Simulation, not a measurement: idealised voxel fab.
Presented below is a process module, voxel wiring stack.
Xsec cut, 240 nm wide, square cell size 5 nm.
Square cells in a grid make up a cross-section in this document, and the grid is given as bands, listed from the top down, each one or more rows of cells. This entry defines a band. It first specifies the height of the band's top and the height of its bottom in nm, and then specifies the band's materials from left to right, stating each material with its width in nm. The word "edge to edge" identifies a single material that fills the band from edge to edge, while the word "blank" identifies empty space. Zero point of the height axis is 0; under it, received wafer = one material. Lowest band: continues down indefinitely, "top 0, no bottom". You'd read "30->40" like this: the band's top row of cells is as wide as the first number, its bottom row is as wide as the second, and going down, every row changes width by the same amount as the row before did. You'll sometimes find "changes: none" written for a step, and that's the way of saying that nowhere in the cross-section did a cell change during that step. Enclosed voids (no open way to top), threshold 8 cells or more, entry "Enclosed void inventory", notation width x height at distance, distance from left edge, nm. That trailing text on a step's line, after the settings, is the simulator's own remark on the step. "overlay nm" on a masked step: distance the mask lay right of its planned place, negative for left.

Process steps (planned)
1) RECEIVE: material Si
2) CONFORMAL_DEP: material SiO2, thk nm 15
3) DIRECTIONAL_DEP: material TiN, thk nm 5
4) DIRECTIONAL_DEP: material Ru, thk nm 15
5) PATTERN: tone cover, mask id METAL_1, material resist, width nm 15, pitch nm 55, thk nm 15, overlay nm 0
6) DIRECTIONAL_ETCH: etch materials Ru, depth nm 15
7) DIRECTIONAL_ETCH: etch materials TiN, depth nm 5
8) STRIP: etch materials resist
9) CONFORMAL_DEP: material SiCN, thk nm 5
10) FILL_DEP: material lowk, thk nm 5
11) CMP: height nm 35
12) CONFORMAL_DEP: material SiCN, thk nm 5
13) DIRECTIONAL_DEP: material SiO2, thk nm 30
14) DIRECTIONAL_DEP: material aC, thk nm 10
15) PATTERN: tone open, mask id METAL_2_HOLES, material resist, width nm 15, pitch nm 55, thk nm 25, overlay nm 0
16) DIRECTIONAL_ETCH: etch materials aC, depth nm 10
17) STRIP: etch materials resist
18) DIRECTIONAL_ETCH: etch materials SiO2, depth nm 30
19) STRIP: etch materials aC
20) DIRECTIONAL_DEP: material aC, thk nm 15
21) PATTERN: tone open, mask id METAL_2, material resist, width nm 25, pitch nm 55, thk nm 35, overlay nm 0
22) DIRECTIONAL_ETCH: etch materials aC, depth nm 15
23) STRIP: etch materials resist
24) DIRECTIONAL_ETCH: etch materials SiO2, depth nm 15
25) DIRECTIONAL_ETCH: etch materials SiCN, depth nm 5
26) STRIP: etch materials aC
27) CONFORMAL_DEP: material TiN, thk nm 5
28) FILL_DEP: material Ru, thk nm 5
29) CMP: height nm 70
30) CONFORMAL_DEP: material SiCN, thk nm 5
The plan's step 5 width nm is the first wafer's value; the wafers differ in this setting and start identical.

Step 1 complete: as-received cross-section of the first of several wafers
  top 0, no bottom = Si edge to edge
  Enclosed void inventory: none

First of several wafers, sectioned at end of module (last step: step 30)
  top 75, bottom 70 = SiCN edge to edge
  top 70, bottom 60 = SiO2=50 | TiN=5 | Ru=15 | TiN=5 | SiO2=30 | TiN=5 | Ru=15 | TiN=5 | SiO2=30 | TiN=5 | Ru=15 | TiN=5 | SiO2=55
  top 60, bottom 55 = SiO2=50 | TiN=5 | Ru=5 | TiN=15 | SiO2=30 | TiN=5 | Ru=5 | TiN=15 | SiO2=30 | TiN=5 | Ru=5 | TiN=15 | SiO2=55
  top 55, bottom 40 = SiO2=50 | TiN=5 | Ru=5 | TiN=5 | SiO2=40 | TiN=5 | Ru=5 | TiN=5 | SiO2=40 | TiN=5 | Ru=5 | TiN=5 | SiO2=65
  top 40, bottom 35 = SiCN=50 | TiN=15 | SiCN=40 | TiN=15 | SiCN=40 | TiN=15 | SiCN=65
  top 35, bottom 20 = lowk=50 | SiCN=5 | Ru=15 | SiCN=5 | lowk=30 | SiCN=5 | Ru=15 | SiCN=5 | lowk=30 | SiCN=5 | Ru=15 | SiCN=5 | lowk=55
  top 20, bottom 15 = SiCN=55 | TiN=15 | SiCN=40 | TiN=15 | SiCN=40 | TiN=15 | SiCN=60
  top 15, bottom 0 = SiO2 edge to edge
  top 0, no bottom = Si edge to edge
  Enclosed void inventory: none

Here's the last wafer cross-sectioned at the end of the module
  top 75, bottom 70 = SiCN edge to edge
  top 70, bottom 60 = SiO2=50 | TiN=5 | Ru=15 | TiN=5 | SiO2=30 | TiN=5 | Ru=15 | TiN=5 | SiO2=30 | TiN=5 | Ru=15 | TiN=5 | SiO2=55
  top 60, bottom 55 = SiO2=50 | TiN=5 | Ru=5 | TiN=15 | SiO2=30 | TiN=5 | Ru=5 | TiN=15 | SiO2=30 | TiN=5 | Ru=5 | TiN=15 | SiO2=55
  top 55, bottom 40 = SiO2=50 | TiN=5 | Ru=5 | TiN=5 | SiO2=40 | TiN=5 | Ru=5 | TiN=5 | SiO2=40 | TiN=5 | Ru=5 | TiN=5 | SiO2=65
  top 40, bottom 35 = SiCN=50 | TiN=15 | SiCN=40 | TiN=15 | SiCN=40 | TiN=15 | SiCN=65
  top 35, bottom 20 = lowk=40 | SiCN=5 | Ru=40 | SiCN=5 | lowk=5 | SiCN=5 | Ru=40 | SiCN=5 | lowk=5 | SiCN=5 | Ru=40 | SiCN=5 | lowk=40
  top 20, bottom 15 = SiCN=45 | TiN=40 | SiCN=15 | TiN=40 | SiCN=15 | TiN=40 | SiCN=45
  top 15, bottom 0 = SiO2 edge to edge
  top 0, no bottom = Si edge to edge
  Enclosed void inventory: none

Table: wafers, a row each; end-of-module cell change per material since receipt, gain (+), loss (-); then closed voids
width nm 15, +57 Ru, +144 SiCN, +360 SiO2, +60 TiN, +99 lowk, Enclosed void inventory: none
width nm 20, +66 Ru, +141 SiCN, +360 SiO2, +63 TiN, +90 lowk, Enclosed void inventory: none
width nm 25, +75 Ru, +138 SiCN, +360 SiO2, +66 TiN, +81 lowk, Enclosed void inventory: none
width nm 30, +84 Ru, +135 SiCN, +360 SiO2, +69 TiN, +72 lowk, Enclosed void inventory: none
width nm 35, +93 Ru, +132 SiCN, +360 SiO2, +72 TiN, +63 lowk, Enclosed void inventory: none
width nm 40, +102 Ru, +129 SiCN, +360 SiO2, +75 TiN, +54 lowk, Enclosed void inventory: none
